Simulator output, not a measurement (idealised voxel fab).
Process module in this document: voxel air gaps
FYI the section here is cut, 255 nm wide, cells are 5 nm squares.
In this document a cross-section is written as a grid of square cells. It is given as a series of bands, listed from the top down, and a band is one or more rows of cells. Heads up on the band format: heights come first, top then bottom, in nm. After that it's the materials left to right, each with its width in nm. A single material flagged "all across" fills the whole band edge to edge, and "blank" means there's empty space there. Where do heights start? At 0: under that level the wafer as delivered is made of one material only. And the lowest band has no floor; it just carries on downward, as in "0 and below". A two-number width, for instance "30->40", indicates that the width is equal to the first number in the top row of the band and to the second number in the bottom row, and that it changes by a constant amount per row of cells. "left unchanged" after a step means that no cell of the cross-section changed. The entry titled "Unvented cavities" provides the empty spaces that have no open way to the top, restricted to those of 8 cells or more. Each is presented as width x height at distance, the distance being measured from the left edge, with all three in nm. If you see something after the settings on a step's line, that's the simulator's own remark about that step. overlay nm: mask right of planned place by this much (step with mask). Neg. = left.

**Here's what the planned process steps look like**
step 1: RECEIVE with material Si
step 2: CONFORMAL_DEP with material SiO2, thk nm 15
step 3: CONFORMAL_DEP with material SiCN, thk nm 5
step 4: DIRECTIONAL_DEP with material lowk, thk nm 30
step 5: MASKED_ETCH with tone open, mask id LINES, width nm 20, pitch nm 45, etch materials lowk, depth nm 30, overlay nm 0
step 6: CONFORMAL_DEP with material TiN, thk nm 5
step 7: FILL_DEP with material W, thk nm 10
step 8: CMP with height nm 50
step 9: EPI with material Ru, thk nm 10
step 10: SELECTIVE_ETCH with etch materials lowk, depth nm 40
step 11: CONFORMAL_DEP with material SiCN, thk nm 5

**Wafer as received: cross-section following step 1**
  0 and below  Si all across
  Unvented cavities: none

**End-of-module cross-section. Starting structure and process plan as above; one mistake made in running it**
  65 down to 60  blank 55, SiCN 140, blank 60
  60 down to 50  blank 55, SiCN 5, Ru 40, SiCN 5, Ru 40, SiCN 5, Ru 40, SiCN 5, blank 60
  50 down to 45  blank 55, SiCN 15, TiN 5, W 10, TiN 5, SiCN 25, TiN 5, W 10, TiN 5, SiCN 25, TiN 5, W 10, TiN 5, SiCN 15, blank 60
  45 down to 25  blank 65, SiCN 5, TiN 5, W 10, TiN 5, SiCN 5, blank 15, SiCN 5, TiN 5, W 10, TiN 5, SiCN 5, blank 15, SiCN 5, TiN 5, W 10, TiN 5, SiCN 5, blank 70
  25 down to 20  SiCN 70, TiN 20, SiCN 25, TiN 20, SiCN 25, TiN 20, SiCN 75
  20 down to 15  SiCN all across
  15 down to 0  Ru all across
  0 and below  Si all across
  Unvented cavities: 15 x 20 at 95; 15 x 20 at 140
Heads up, the wafer didn't run the way we planned it: step 2 was not run as planned; what actually ran was CONFORMAL_DEP with material Ru, thk nm 15
